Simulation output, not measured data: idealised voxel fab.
process module | voxel gate over fins
cross-section cut | 195 nm wide | cells 5 nm
A cross-section is a grid of square cells, given in bands from the top down. A band is one or more rows of cells.
Each band's line starts with the height of the band's top and of its bottom, in nm. Then come its materials from left to right, each with its width in nm. One material with "throughout" fills the band from edge to edge. "air" is empty space.
Height 0 is the level under which the wafer as received is all one material. The lowest band goes on downwards, as in "0 down".
A width such as "30 to 40" changes by the same amount from each row of cells to the next, from the band's top row to its bottom row.
"no change" after a step means that no cell of the cross-section changed.
closed voids: empty space of 8 cells or more with no open way to the top, each as width x height at its distance from the left edge, in nm
after a step's settings: what the simulator itself notes on the step
overlay nm, on a step with a mask: how far to the right of its planned place the mask lay; to the left if negative
plan
1 op RECEIVE | material Si
2 op CONFORMAL_DEP | material SiN | thk nm 5
3 op PATTERN | tone cover | mask id FINS | material resist | width nm 15 | pitch nm 40 | thk nm 15 | overlay nm 0
4 op DIRECTIONAL_ETCH | etch materials SiN | depth nm 5
5 op DIRECTIONAL_ETCH | etch materials Si | depth nm 40
6 op STRIP | etch materials resist
7 op FILL_DEP | material SiO2 | thk nm 10
8 op CMP | height nm 5
9 op SELECTIVE_ETCH | etch materials SiO2 | depth nm 20
10 op STRIP | etch materials SiN
11 op CONFORMAL_DEP | material HfO2 | thk nm 5
12 op CONFORMAL_DEP | material TiN | thk nm 5
13 op CONFORMAL_DEP | material TiAl | thk nm 5
14 op CONFORMAL_DEP | material TiN | thk nm 5
15 op FILL_DEP | material W | thk nm 15
16 op CMP | height nm 30
17 op CONFORMAL_DEP | material SiN | thk nm 5
first wafer, as planned
as received, after step 1
  0 down: Si throughout
  closed voids: none
after step 2
  5 to 0: SiN throughout
  below 0: unchanged
after step 3
  20 to 5: air 50 | resist 15 | air 25 | resist 15 | air 25 | resist 15 | air 50
  below 5: unchanged
after step 4
  20 to 5: air 50 | resist 15 | air 25 | resist 15 | air 25 | resist 15 | air 50
  5 to 0: air 50 | SiN 15 | air 25 | SiN 15 | air 25 | SiN 15 | air 50
  below 0: unchanged
after step 5
  20 to 5: air 50 | resist 15 | air 25 | resist 15 | air 25 | resist 15 | air 50
  5 to 0: air 50 | SiN 15 | air 25 | SiN 15 | air 25 | SiN 15 | air 50
  0 to -40: air 50 | Si 15 | air 25 | Si 15 | air 25 | Si 15 | air 50
  below -40: unchanged
after step 6
  5 to 0: air 50 | SiN 15 | air 25 | SiN 15 | air 25 | SiN 15 | air 50
  below 0: unchanged
after step 7
  15 to 5: SiO2 throughout
  5 to 0: SiO2 50 | SiN 15 | SiO2 25 | SiN 15 | SiO2 25 | SiN 15 | SiO2 50
  0 to -40: SiO2 50 | Si 15 | SiO2 25 | Si 15 | SiO2 25 | Si 15 | SiO2 50
  below -40: unchanged
after step 8
  5 to 0: SiO2 50 | SiN 15 | SiO2 25 | SiN 15 | SiO2 25 | SiN 15 | SiO2 50
  below 0: unchanged
after step 9
  5 to 0: air 50 | SiN 15 | air 25 | SiN 15 | air 25 | SiN 15 | air 50
  0 to -15: air 50 | Si 15 | air 25 | Si 15 | air 25 | Si 15 | air 50
  below -15: unchanged
after step 10
  0 to -15: air 50 | Si 15 | air 25 | Si 15 | air 25 | Si 15 | air 50
  below -15: unchanged
after step 11
  5 to 0: air 45 | HfO2 25 | air 15 | HfO2 25 | air 15 | HfO2 25 | air 45
  0 to -10: air 45 | HfO2 5 | Si 15 | HfO2 5 | air 15 | HfO2 5 | Si 15 | HfO2 5 | air 15 | HfO2 5 | Si 15 | HfO2 5 | air 45
  -10 to -15: HfO2 50 | Si 15 | HfO2 25 | Si 15 | HfO2 25 | Si 15 | HfO2 50
  below -15: unchanged
after step 12
  10 to 5: air 40 | TiN 35 | air 5 | TiN 35 | air 5 | TiN 35 | air 40
  5 to 0: air 40 | TiN 5 | HfO2 25 | TiN 5 | air 5 | TiN 5 | HfO2 25 | TiN 5 | air 5 | TiN 5 | HfO2 25 | TiN 5 | air 40
  0 to -5: air 40 | TiN 5 | HfO2 5 | Si 15 | HfO2 5 | TiN 5 | air 5 | TiN 5 | HfO2 5 | Si 15 | HfO2 5 | TiN 5 | air 5 | TiN 5 | HfO2 5 | Si 15 | HfO2 5 | TiN 5 | air 40
  -5 to -10: TiN 45 | HfO2 5 | Si 15 | HfO2 5 | TiN 15 | HfO2 5 | Si 15 | HfO2 5 | TiN 15 | HfO2 5 | Si 15 | HfO2 5 | TiN 45
  below -10: unchanged
after step 13
  15 to 10: air 35 | TiAl 125 | air 35
  10 to 5: air 35 | TiAl 5 | TiN 35 | TiAl 5 | TiN 35 | TiAl 5 | TiN 35 | TiAl 5 | air 35
  5 to 0: air 35 | TiAl 5 | TiN 5 | HfO2 25 | TiN 5 | TiAl 5 | TiN 5 | HfO2 25 | TiN 5 | TiAl 5 | TiN 5 | HfO2 25 | TiN 5 | TiAl 5 | air 35
  0 to -5: TiAl 40 | TiN 5 | HfO2 5 | Si 15 | HfO2 5 | TiN 5 | TiAl 5 | TiN 5 | HfO2 5 | Si 15 | HfO2 5 | TiN 5 | TiAl 5 | TiN 5 | HfO2 5 | Si 15 | HfO2 5 | TiN 5 | TiAl 40
  below -5: unchanged
after step 14
  20 to 15: air 30 | TiN 135 | air 30
  15 to 10: air 30 | TiN 5 | TiAl 125 | TiN 5 | air 30
  10 to 5: air 30 | TiN 5 | TiAl 5 | TiN 35 | TiAl 5 | TiN 35 | TiAl 5 | TiN 35 | TiAl 5 | TiN 5 | air 30
  5 to 0: TiN 35 | TiAl 5 | TiN 5 | HfO2 25 | TiN 5 | TiAl 5 | TiN 5 | HfO2 25 | TiN 5 | TiAl 5 | TiN 5 | HfO2 25 | TiN 5 | TiAl 5 | TiN 35
  below 0: unchanged
after step 15
  35 to 20: W throughout
  20 to 15: W 30 | TiN 135 | W 30
  15 to 10: W 30 | TiN 5 | TiAl 125 | TiN 5 | W 30
  10 to 5: W 30 | TiN 5 | TiAl 5 | TiN 35 | TiAl 5 | TiN 35 | TiAl 5 | TiN 35 | TiAl 5 | TiN 5 | W 30
  below 5: unchanged
after step 16
  30 to 20: W throughout
  below 20: unchanged
after step 17
  35 to 30: SiN throughout
  below 30: unchanged
second wafer: like start, like plan, one mistake. Through step 10 it matches the first wafer
when step 11 should have ended
  5 to 0: air 45 | TiN 25 | air 15 | TiN 25 | air 15 | TiN 25 | air 45
  0 to -10: air 45 | TiN 5 | Si 15 | TiN 5 | air 15 | TiN 5 | Si 15 | TiN 5 | air 15 | TiN 5 | Si 15 | TiN 5 | air 45
  -10 to -15: TiN 50 | Si 15 | TiN 25 | Si 15 | TiN 25 | Si 15 | TiN 50
  below -15: unchanged
when step 12 should have ended
  10 to 5: air 40 | HfO2 35 | air 5 | HfO2 35 | air 5 | HfO2 35 | air 40
  5 to 0: air 40 | HfO2 5 | TiN 25 | HfO2 5 | air 5 | HfO2 5 | TiN 25 | HfO2 5 | air 5 | HfO2 5 | TiN 25 | HfO2 5 | air 40
  0 to -5: air 40 | HfO2 5 | TiN 5 | Si 15 | TiN 5 | HfO2 5 | air 5 | HfO2 5 | TiN 5 | Si 15 | TiN 5 | HfO2 5 | air 5 | HfO2 5 | TiN 5 | Si 15 | TiN 5 | HfO2 5 | air 40
  -5 to -10: HfO2 45 | TiN 5 | Si 15 | TiN 5 | HfO2 15 | TiN 5 | Si 15 | TiN 5 | HfO2 15 | TiN 5 | Si 15 | TiN 5 | HfO2 45
  below -10: unchanged
when step 13 should have ended
  15 to 10: air 35 | TiAl 125 | air 35
  10 to 5: air 35 | TiAl 5 | HfO2 35 | TiAl 5 | HfO2 35 | TiAl 5 | HfO2 35 | TiAl 5 | air 35
  5 to 0: air 35 | TiAl 5 | HfO2 5 | TiN 25 | HfO2 5 | TiAl 5 | HfO2 5 | TiN 25 | HfO2 5 | TiAl 5 | HfO2 5 | TiN 25 | HfO2 5 | TiAl 5 | air 35
  0 to -5: TiAl 40 | HfO2 5 | TiN 5 | Si 15 | TiN 5 | HfO2 5 | TiAl 5 | HfO2 5 | TiN 5 | Si 15 | TiN 5 | HfO2 5 | TiAl 5 | HfO2 5 | TiN 5 | Si 15 | TiN 5 | HfO2 5 | TiAl 40
  below -5: unchanged
when step 14 should have ended
  20 to 15: air 30 | TiN 135 | air 30
  15 to 10: air 30 | TiN 5 | TiAl 125 | TiN 5 | air 30
  10 to 5: air 30 | TiN 5 | TiAl 5 | HfO2 35 | TiAl 5 | HfO2 35 | TiAl 5 | HfO2 35 | TiAl 5 | TiN 5 | air 30
  5 to 0: TiN 35 | TiAl 5 | HfO2 5 | TiN 25 | HfO2 5 | TiAl 5 | HfO2 5 | TiN 25 | HfO2 5 | TiAl 5 | HfO2 5 | TiN 25 | HfO2 5 | TiAl 5 | TiN 35
  below 0: unchanged
when step 15 should have ended
  35 to 20: W throughout
  20 to 15: W 30 | TiN 135 | W 30
  15 to 10: W 30 | TiN 5 | TiAl 125 | TiN 5 | W 30
  10 to 5: W 30 | TiN 5 | TiAl 5 | HfO2 35 | TiAl 5 | HfO2 35 | TiAl 5 | HfO2 35 | TiAl 5 | TiN 5 | W 30
  below 5: unchanged
when step 16 should have ended
  30 to 20: W throughout
  below 20: unchanged
when step 17 should have ended
  35 to 30: SiN throughout
  below 30: unchanged
what went wrong: steps 11 and 12 were swapped
at the end the second wafer has, in cells: as many of each material as the first, in other places
